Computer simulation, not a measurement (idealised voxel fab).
Process module heading - voxel self aligned contacts
Each square cell in cross-section cut measures 5 nm, and the section as a whole is 200 nm wide.
Format of a cross-section: grid, square cells. Given as bands. Order: top down. Band: one or more rows of cells.
Band entry format. Leading values: height of top, height of bottom, nm. Remainder: materials in left-to-right order, each with its width in nm. Special words: "throughout" on a single material, which then fills the band edge to edge; "air", empty space.
Basically, 0 is our baseline, since under it the wafer straight out of the box is all one material. The bottom band has no lower end and keeps on going down, so it looks like "0 nm and below".
Per-row width for "30..40": begins at first number (top row of band), ends at second number (bottom row), increment between rows held constant.
Reading "nothing was modified" for a step: not a cell of the cross-section changed in it.
Basically, "Entrapped void list" tells you about the enclosed voids: empty spaces with no open way to the top, 8 cells or bigger, each written width x height at distance, where distance is from the left edge, all in nm.
On each step's line, the part that comes after the settings is the simulator's own comment on the step.
The "overlay nm" setting may appear on a step's line; for a step that uses a mask, it gives how far to the right of its planned position the mask lay, and a negative value indicates the left.
[The steps planned for the process are as follows]
1) RECEIVE [material Si]
2) OXIDIZE [depth nm 5]
3) DIRECTIONAL_DEP [material polySi] [thk nm 20]
4) DIRECTIONAL_DEP [material SiN] [thk nm 25]
5) PATTERN [tone cover] [mask id GATE] [material resist] [width nm 30] [pitch nm 70] [thk nm 20] [overlay nm 0]
6) DIRECTIONAL_ETCH [etch materials SiN] [depth nm 25]
7) DIRECTIONAL_ETCH [etch materials polySi] [depth nm 20]
8) STRIP [etch materials resist]
9) CONFORMAL_DEP [material SiN] [thk nm 10]
10) DIRECTIONAL_ETCH [etch materials SiN] [depth nm 5]
11) FILL_DEP [material SiO2] [thk nm 15]
12) CMP [height nm 50]
13) MASKED_ETCH [tone open] [mask id CONTACT] [width nm 50] [pitch nm 70] [etch materials SiO2] [depth nm 55] [overlay nm 0]
14) CONFORMAL_DEP [material TiN] [thk nm 5]
15) FILL_DEP [material W] [thk nm 5]
16) CMP [height nm 50]
17) CONFORMAL_DEP [material SiCN] [thk nm 5]
Every wafer here starts from the same state; it is the step 10 depth nm that distinguishes them, and the value the plan gives belongs to the first wafer.
[So this is the first of several wafers, cross-sectioned as it came to us, meaning it's at the end of step 1]
  0 nm and below: Si throughout
  Entrapped void list: none
[Module end state after final step 17: cross-section of the first of several wafers]
  55 nm to 50 nm: SiCN throughout
  50 nm to 20 nm: 5 SiO2 / 50 SiN / 5 TiN / 10 W / 5 TiN / 50 SiN / 5 TiN / 10 W / 5 TiN / 50 SiN / 5 SiO2
  20 nm to 10 nm: 5 SiO2 / 10 SiN / 30 polySi / 10 SiN / 5 TiN / 10 W / 5 TiN / 10 SiN / 30 polySi / 10 SiN / 5 TiN / 10 W / 5 TiN / 10 SiN / 30 polySi / 10 SiN / 5 SiO2
  10 nm to 5 nm: 5 SiO2 / 10 SiN / 30 polySi / 10 SiN / 20 TiN / 10 SiN / 30 polySi / 10 SiN / 20 TiN / 10 SiN / 30 polySi / 10 SiN / 5 SiO2
  5 nm to 0 nm: 15 SiN / 30 polySi / 40 SiN / 30 polySi / 40 SiN / 30 polySi / 15 SiN
  0 nm to -5 nm: SiO2 throughout
  -5 nm and below: Si throughout
  Entrapped void list: none
[Here's the last wafer cross-sectioned at the end of the module]
  55 nm to 50 nm: SiCN throughout
  50 nm to 40 nm: 40 SiO2 / 5 TiN / 40 W / 5 TiN / 20 SiO2 / 5 TiN / 40 W / 5 TiN / 40 SiO2
  40 nm to 35 nm: 40 SiO2 / 20 TiN / 10 W / 20 TiN / 20 SiO2 / 20 TiN / 10 W / 20 TiN / 40 SiO2
  35 nm to 20 nm: 5 SiO2 / 50 SiN / 5 TiN / 10 W / 5 TiN / 50 SiN / 5 TiN / 10 W / 5 TiN / 50 SiN / 5 SiO2
  20 nm to 0 nm: 5 SiO2 / 10 SiN / 30 polySi / 10 SiN / 5 TiN / 10 W / 5 TiN / 10 SiN / 30 polySi / 10 SiN / 5 TiN / 10 W / 5 TiN / 10 SiN / 30 polySi / 10 SiN / 5 SiO2
  0 nm to -5 nm: 55 SiO2 / 20 TiN / 50 SiO2 / 20 TiN / 55 SiO2
  -5 nm and below: Si throughout
  Entrapped void list: none
[Here is how to read the rows: every wafer has a row, and it shows the wafer at the end of the module, giving for each material how many cells were gained (+) or lost (-) since the wafer was received, then listing its closed voids]
depth nm 5, -40 Si, +40 SiCN, +238 SiN, +58 SiO2, +40 TiN, +32 W, +72 polySi, Entrapped void list: none
depth nm 10, -40 Si, +40 SiCN, +198 SiN, +70 SiO2, +60 TiN, +40 W, +72 polySi, Entrapped void list: none
depth nm 15, -40 Si, +40 SiCN, +168 SiN, +88 SiO2, +60 TiN, +52 W, +72 polySi, Entrapped void list: none
depth nm 20, -40 Si, +40 SiCN, +138 SiN, +106 SiO2, +60 TiN, +64 W, +72 polySi, Entrapped void list: none
